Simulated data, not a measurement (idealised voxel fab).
You're looking at the process module voxel plated lines.
Cross-sectional view cut (width: 290 nm; square cell size: 5 nm).
Cross-section, as written here: a square-cell grid given band by band from the top down, where a band holds one or more rows of cells.
For a band, the entry starts with two heights in nm, that of the top and then that of the bottom, and carries on with the band's materials in order from left to right, each alongside its width in nm; the word "all across" beside a single material means it fills the band edge to edge, and "blank" means empty space.
The reference from which all heights are counted is 0, the level beneath which the as-received wafer is entirely one material; the lowest band, having no lower bound, proceeds downward and is written after the example "top 0, no bottom".
The width entry "30 to 40" should be interpreted row by row: the top row of cells in the band takes the first number, the bottom row takes the second number, and the change between adjacent rows is uniform throughout.
Basically "nothing got changed" means that step didn't change any cell in the cross-section.
"Fully closed voids" - sealed voids, min. 8 cells, no opening to top; format: width x height at distance (distance from left edge; nm throughout).
On a step's line, text after the settings is the simulator commenting on that step.
overlay nm: mask right of planned place by this much (step with mask). Neg. = left.
# Planned step list for the process
1,RECEIVE [material Si]
2,CONFORMAL_DEP [material SiN] [thk nm 5]
3,DIRECTIONAL_DEP [material TiN] [thk nm 5]
4,PATTERN [tone open] [mask id LINES] [material resist] [width nm 15] [pitch nm 40] [thk nm 30] [overlay nm 0]
5,EPI [material Ru] [thk nm 10]
6,EPI [material Ru] [thk nm 10]
7,STRIP [etch materials resist]
8,DIRECTIONAL_ETCH [etch materials TiN] [depth nm 5]
9,CONFORMAL_DEP [material SiO2] [thk nm 5]
# Concerning the first of two wafers, which was run in accordance with the plan
# Received-state cross-section, reflecting completion of step 1
* top 0, no bottom | Si all across
* Fully closed voids: none
# So this is the wafer cross-section right after step 2
* top 5, bottom 0 | SiN all across
* Heights below 0 show no change.
# So this is the wafer cross-section right after step 3
* top 10, bottom 5 | TiN all across
* Heights below 5 show no change.
# So this is the wafer cross-section right after step 4
* top 40, bottom 10 | 115 nm resist, 15 nm blank, 25 nm resist, 15 nm blank, 120 nm resist
* Heights below 10 show no change.
# So this is the wafer cross-section right after step 5
* top 40, bottom 20 | 115 nm resist, 15 nm blank, 25 nm resist, 15 nm blank, 120 nm resist
* top 20, bottom 10 | 115 nm resist, 15 nm Ru, 25 nm resist, 15 nm Ru, 120 nm resist
* Heights below 10 show no change.
# So this is the wafer cross-section right after step 6
* top 40, bottom 30 | 115 nm resist, 15 nm blank, 25 nm resist, 15 nm blank, 120 nm resist
* top 30, bottom 10 | 115 nm resist, 15 nm Ru, 25 nm resist, 15 nm Ru, 120 nm resist
* Heights below 10 show no change.
# So this is the wafer cross-section right after step 7
* top 30, bottom 10 | 115 nm blank, 15 nm Ru, 25 nm blank, 15 nm Ru, 120 nm blank
* Heights below 10 show no change.
# So this is the wafer cross-section right after step 8
* top 30, bottom 10 | 115 nm blank, 15 nm Ru, 25 nm blank, 15 nm Ru, 120 nm blank
* top 10, bottom 5 | 115 nm blank, 15 nm TiN, 25 nm blank, 15 nm TiN, 120 nm blank
* Heights below 5 show no change.
# So this is the wafer cross-section right after step 9
* top 35, bottom 30 | 110 nm blank, 25 nm SiO2, 15 nm blank, 25 nm SiO2, 115 nm blank
* top 30, bottom 10 | 110 nm blank, 5 nm SiO2, 15 nm Ru, 5 nm SiO2, 15 nm blank, 5 nm SiO2, 15 nm Ru, 5 nm SiO2, 115 nm blank
* top 10, bottom 5 | 115 nm SiO2, 15 nm TiN, 25 nm SiO2, 15 nm TiN, 120 nm SiO2
* Heights below 5 show no change.
# The second wafer began exactly as the first did and followed the same plan, but one mistake was made while running it; through step 2 inclusive, the two wafers are identical
# Look at the second wafer in cross-section at the time step 3 ought to have finished
* top 20, bottom 5 | TiN all across
* Heights below 5 show no change.
# Look at the second wafer in cross-section at the time step 4 ought to have finished
* top 50, bottom 20 | 115 nm resist, 15 nm blank, 25 nm resist, 15 nm blank, 120 nm resist
* Heights below 20 show no change.
# Look at the second wafer in cross-section at the time step 5 ought to have finished
* top 50, bottom 30 | 115 nm resist, 15 nm blank, 25 nm resist, 15 nm blank, 120 nm resist
* top 30, bottom 20 | 115 nm resist, 15 nm Ru, 25 nm resist, 15 nm Ru, 120 nm resist
* Heights below 20 show no change.
# Look at the second wafer in cross-section at the time step 6 ought to have finished
* top 50, bottom 40 | 115 nm resist, 15 nm blank, 25 nm resist, 15 nm blank, 120 nm resist
* top 40, bottom 20 | 115 nm resist, 15 nm Ru, 25 nm resist, 15 nm Ru, 120 nm resist
* Heights below 20 show no change.
# Look at the second wafer in cross-section at the time step 7 ought to have finished
* top 40, bottom 20 | 115 nm blank, 15 nm Ru, 25 nm blank, 15 nm Ru, 120 nm blank
* Heights below 20 show no change.
# Look at the second wafer in cross-section at the time step 8 ought to have finished
* top 40, bottom 20 | 115 nm blank, 15 nm Ru, 25 nm blank, 15 nm Ru, 120 nm blank
* top 20, bottom 15 | 115 nm blank, 15 nm TiN, 25 nm blank, 15 nm TiN, 120 nm blank
* Heights below 15 show no change.
# Look at the second wafer in cross-section at the time step 9 ought to have finished
* top 45, bottom 40 | 110 nm blank, 25 nm SiO2, 15 nm blank, 25 nm SiO2, 115 nm blank
* top 40, bottom 20 | 110 nm blank, 5 nm SiO2, 15 nm Ru, 5 nm SiO2, 15 nm blank, 5 nm SiO2, 15 nm Ru, 5 nm SiO2, 115 nm blank
* top 20, bottom 15 | 115 nm SiO2, 15 nm TiN, 25 nm SiO2, 15 nm TiN, 120 nm SiO2
* Heights below 15 show no change.
What was the processing mistake? step 3 deviated from plan and actually ran as DIRECTIONAL_DEP [material TiN] [thk nm 15]
Once processing is complete, comparing cell counts shows that the second wafer has more or fewer of certain materials than the first: +116 TiN
